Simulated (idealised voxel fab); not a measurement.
process module | voxel wiring stack
cross-section cut | 160 nm wide | cells 5 nm
A cross-section is a grid of square cells, given in bands from the top down. A band is one or more rows of cells.
Each band's line starts with the height of the band's top and of its bottom, in nm. Then come its materials from left to right, each with its width in nm. One material with "throughout" fills the band from edge to edge. "air" is empty space.
Height 0 is the level under which the wafer as received is all one material. The lowest band goes on downwards, as in "0 down".
A width such as "30 to 40" changes by the same amount from each row of cells to the next, from the band's top row to its bottom row.
"no change" after a step means that no cell of the cross-section changed.
closed voids: empty space of 8 cells or more with no open way to the top, each as width x height at its distance from the left edge, in nm
after a step's settings: what the simulator itself notes on the step
overlay nm, on a step with a mask: how far to the right of its planned place the mask lay; to the left if negative
plan
1 op RECEIVE | material Si
2 op CONFORMAL_DEP | material SiO2 | thk nm 10
3 op DIRECTIONAL_DEP | material TiN | thk nm 5
4 op DIRECTIONAL_DEP | material W | thk nm 15
5 op PATTERN | tone cover | mask id METAL_1 | material resist | width nm 20 | pitch nm 35 | thk nm 15 | overlay nm 0
6 op DIRECTIONAL_ETCH | etch materials W | depth nm 15
7 op DIRECTIONAL_ETCH | etch materials TiN | depth nm 5
8 op STRIP | etch materials resist
9 op CONFORMAL_DEP | material SiCN | thk nm 5
10 op FILL_DEP | material lowk | thk nm 5
11 op CMP | height nm 30
12 op CONFORMAL_DEP | material SiCN | thk nm 5
13 op DIRECTIONAL_DEP | material lowk | thk nm 35
14 op DIRECTIONAL_DEP | material aC | thk nm 10
15 op PATTERN | tone open | mask id METAL_2 | material resist | width nm 20 | pitch nm 35 | thk nm 30 | overlay nm 0
16 op DIRECTIONAL_ETCH | etch materials aC | depth nm 10
17 op STRIP | etch materials resist
18 op DIRECTIONAL_ETCH | etch materials lowk | depth nm 20
19 op STRIP | etch materials aC
20 op DIRECTIONAL_DEP | material aC | thk nm 10
21 op PATTERN | tone open | mask id METAL_2_HOLES | material resist | width nm 15 | thk nm 30 | overlay nm 0
22 op DIRECTIONAL_ETCH | etch materials aC | depth nm 10
23 op STRIP | etch materials resist
24 op DIRECTIONAL_ETCH | etch materials lowk | depth nm 15
25 op DIRECTIONAL_ETCH | etch materials SiCN | depth nm 5
26 op STRIP | etch materials aC
27 op CONFORMAL_DEP | material TiN | thk nm 5
28 op FILL_DEP | material Cu | thk nm 10
29 op CMP | height nm 70
30 op CONFORMAL_DEP | material SiCN | thk nm 5
31 op DIRECTIONAL_DEP | material SiO2 | thk nm 25
32 op DIRECTIONAL_DEP | material aC | thk nm 10
33 op PATTERN | tone open | mask id METAL_3_HOLES | material resist | width nm 15 | pitch nm 35 | thk nm 30 | overlay nm 0
34 op DIRECTIONAL_ETCH | etch materials aC | depth nm 10
35 op STRIP | etch materials resist
36 op DIRECTIONAL_ETCH | etch materials SiO2 | depth nm 25
37 op STRIP | etch materials aC
38 op PATTERN | tone open | mask id METAL_3 | material resist | width nm 20 | pitch nm 35 | thk nm 15 | overlay nm 0
39 op DIRECTIONAL_ETCH | etch materials SiO2 | depth nm 15
40 op DIRECTIONAL_ETCH | etch materials SiCN | depth nm 5
41 op STRIP | etch materials resist
42 op CONFORMAL_DEP | material TiN | thk nm 5
43 op FILL_DEP | material Ru | thk nm 5
44 op CMP | height nm 100
45 op CONFORMAL_DEP | material SiCN | thk nm 5
as received, after step 1
  0 down: Si throughout
  closed voids: none
first wafer at the end, as planned
  105 to 100: SiCN throughout
  100 to 90: SiO2 50 | TiN 5 | Ru 10 | TiN 5 | SiO2 15 | TiN 5 | Ru 10 | TiN 5 | SiO2 55
  90 to 85: SiO2 50 | TiN 5 | Ru 5 | TiN 10 | SiO2 15 | TiN 5 | Ru 5 | TiN 10 | SiO2 55
  85 to 75: SiO2 50 | TiN 5 | Ru 5 | TiN 5 | SiO2 20 | TiN 5 | Ru 5 | TiN 5 | SiO2 60
  75 to 70: SiCN 50 | TiN 15 | SiCN 20 | TiN 15 | SiCN 60
  70 to 55: lowk 50 | TiN 5 | Cu 10 | TiN 5 | lowk 15 | TiN 5 | Cu 10 | TiN 5 | lowk 55
  55 to 50: lowk 50 | TiN 5 | Cu 5 | TiN 10 | lowk 15 | TiN 20 | lowk 55
  50 to 35: lowk 50 | TiN 5 | Cu 5 | TiN 5 | lowk 95
  35 to 30: SiCN 50 | TiN 15 | SiCN 95
  30 to 15: lowk 45 | SiCN 5 | W 20 | SiCN 5 | lowk 5 | SiCN 5 | W 20 | SiCN 5 | lowk 50
  15 to 10: SiCN 50 | TiN 20 | SiCN 15 | TiN 20 | SiCN 55
  10 to 0: SiO2 throughout
  0 down: Si throughout
  closed voids: none
second wafer at the end: like start, like plan, one mistake
  105 to 100: SiCN throughout
  100 to 90: SiO2 50 | TiN 5 | Ru 10 | TiN 5 | SiO2 15 | TiN 5 | Ru 10 | TiN 5 | SiO2 55
  90 to 85: SiO2 50 | TiN 5 | Ru 5 | TiN 10 | SiO2 15 | TiN 5 | Ru 5 | TiN 10 | SiO2 55
  85 to 75: SiO2 50 | TiN 5 | Ru 5 | TiN 5 | SiO2 20 | TiN 5 | Ru 5 | TiN 5 | SiO2 60
  75 to 70: SiCN 50 | TiN 15 | SiCN 20 | TiN 15 | SiCN 60
  70 to 55: lowk 50 | TiN 5 | Cu 10 | TiN 5 | lowk 15 | TiN 5 | Cu 10 | TiN 5 | lowk 55
  55 to 50: lowk 50 | TiN 5 | Cu 5 | TiN 10 | lowk 15 | TiN 20 | lowk 55
  50 to 35: lowk 50 | TiN 5 | Cu 5 | TiN 5 | lowk 95
  35 to 30: SiCN 50 | TiN 15 | SiCN 95
  30 to 25: lowk 45 | SiCN 30 | lowk 5 | SiCN 30 | lowk 50
  25 to 15: lowk 45 | SiCN 5 | W 20 | SiCN 5 | lowk 5 | SiCN 5 | W 20 | SiCN 5 | lowk 50
  15 to 10: SiCN 50 | W 20 | SiCN 15 | W 20 | SiCN 55
  10 to 0: SiO2 throughout
  0 down: Si throughout
  closed voids: none
what went wrong: step 3 was left out
at the end the second wafer has, in cells: 8 more of SiCN | 8 fewer of TiN
